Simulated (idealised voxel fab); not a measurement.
Name of the process module below: voxel self aligned vias
The width of the displayed cross-section, cut, is 250 nm; its cells are square, with a size of 5 nm.
The cross-sections in this document take the form of a grid made of square cells. They are written out as bands, in order from top to bottom. Each band consists of one or more rows of cells.
It is stipulated that each band's entry specify, in nanometres, the height of the top of the band and then that of its bottom, followed by the materials of the band in left-to-right sequence, each together with its width in nanometres. A single material marked by the word "throughout" is understood to fill the band from edge to edge; the word "blank" is understood to denote empty space.
Where do heights start? At 0: under that level the wafer as delivered is made of one material only. And the lowest band has no floor; it just carries on downward, as in "z 0 and below".
Top row gets the first number, bottom row gets the second, and each row in between changes by the same step: that is how a band width like "30 to 40" works.
Any step labelled "same as before" changed none of the cells in the cross-section.
What "Entrapped void list" gives you is every empty space of 8 cells or more that is cut off from the top. Each appears as width x height at distance, with the distance taken from the left edge and width, height and distance all in nm.
The remark found on a step's line after its settings is issued by the simulator itself and pertains to that step.
"overlay nm" answers the question of how far to the right of plan the mask lay on a step that has a mask, and when it is negative the answer is to the left.
[Process steps foreseen in the plan]
1 RECEIVE, material Si
2 CONFORMAL_DEP, material SiO2, thk nm 15
3 CONFORMAL_DEP, material SiCN, thk nm 5
4 DIRECTIONAL_DEP, material lowk, thk nm 25
5 PATTERN, tone open, mask id LINES, material resist, width nm 20, pitch nm 55, thk nm 20, overlay nm 0
6 DIRECTIONAL_ETCH, etch materials lowk, depth nm 25
7 STRIP, etch materials resist
8 CONFORMAL_DEP, material TiN, thk nm 5
9 FILL_DEP, material W, thk nm 5
10 CMP, height nm 45
11 SELECTIVE_ETCH, etch materials W Ru TiN, depth nm 5
12 FILL_DEP, material SiN, thk nm 10
13 CMP, height nm 45
14 DIRECTIONAL_DEP, material lowk, thk nm 20
15 DIRECTIONAL_DEP, material aC, thk nm 10
16 PATTERN, tone open, mask id VIAS, material resist, width nm 40, pitch nm 55, thk nm 25, overlay nm 0
17 DIRECTIONAL_ETCH, etch materials aC, depth nm 10
18 STRIP, etch materials resist
19 DIRECTIONAL_ETCH, etch materials lowk, depth nm 20
20 DIRECTIONAL_ETCH, etch materials SiN, depth nm 5
21 STRIP, etch materials aC
22 CONFORMAL_DEP, material TiN, thk nm 5
23 FILL_DEP, material Ru, thk nm 10
24 CMP, height nm 65
25 CONFORMAL_DEP, material SiCN, thk nm 5
[Cross-section of the incoming wafer, state after step 1]
> z 0 and below | Si throughout
> Entrapped void list: none
[End-of-module cross-section of the first of two wafers, processed as planned]
> z 70 to 65 | SiCN throughout
> z 65 to 50 | lowk: 50; TiN: 5; Ru: 30; TiN: 5; lowk: 15; TiN: 5; Ru: 30; TiN: 5; lowk: 15; TiN: 5; Ru: 30; TiN: 5; lowk: 50
> z 50 to 45 | lowk: 50; TiN: 15; Ru: 10; TiN: 15; lowk: 15; TiN: 15; Ru: 10; TiN: 15; lowk: 15; TiN: 15; Ru: 10; TiN: 15; lowk: 50
> z 45 to 40 | lowk: 60; TiN: 20; lowk: 35; TiN: 20; lowk: 35; TiN: 20; lowk: 60
> z 40 to 25 | lowk: 60; TiN: 5; W: 10; TiN: 5; lowk: 35; TiN: 5; W: 10; TiN: 5; lowk: 35; TiN: 5; W: 10; TiN: 5; lowk: 60
> z 25 to 20 | lowk: 60; TiN: 20; lowk: 35; TiN: 20; lowk: 35; TiN: 20; lowk: 60
> z 20 to 15 | SiCN throughout
> z 15 to 0 | SiO2 throughout
> z 0 and below | Si throughout
> Entrapped void list: none
[Presented here is a cross-section of the second of the two wafers as it stood at the end of the module. It was started in the same manner and assigned the same plan as the first wafer; however, one mistake was made in its execution]
> z 70 to 65 | SiCN throughout
> z 65 to 50 | lowk: 50; TiN: 5; Ru: 30; TiN: 5; lowk: 15; TiN: 5; Ru: 30; TiN: 5; lowk: 15; TiN: 5; Ru: 30; TiN: 5; lowk: 50
> z 50 to 45 | lowk: 50; TiN: 15; Ru: 10; TiN: 15; lowk: 15; TiN: 15; Ru: 10; TiN: 15; lowk: 15; TiN: 15; Ru: 10; TiN: 15; lowk: 50
> z 45 to 35 | lowk: 60; TiN: 20; lowk: 35; TiN: 20; lowk: 35; TiN: 20; lowk: 60
> z 35 to 30 | SiCN throughout
> z 30 to 0 | SiO2 throughout
> z 0 and below | Si throughout
> Entrapped void list: none
In executing the process, a mistake was made relative to the plan: regarding the plan, step 2 was run twice
Final comparison by cell count, materials where the second wafer has more or fewer than the first: 150 more of SiO2 | 18 fewer of TiN | 18 fewer of W | 114 fewer of lowk
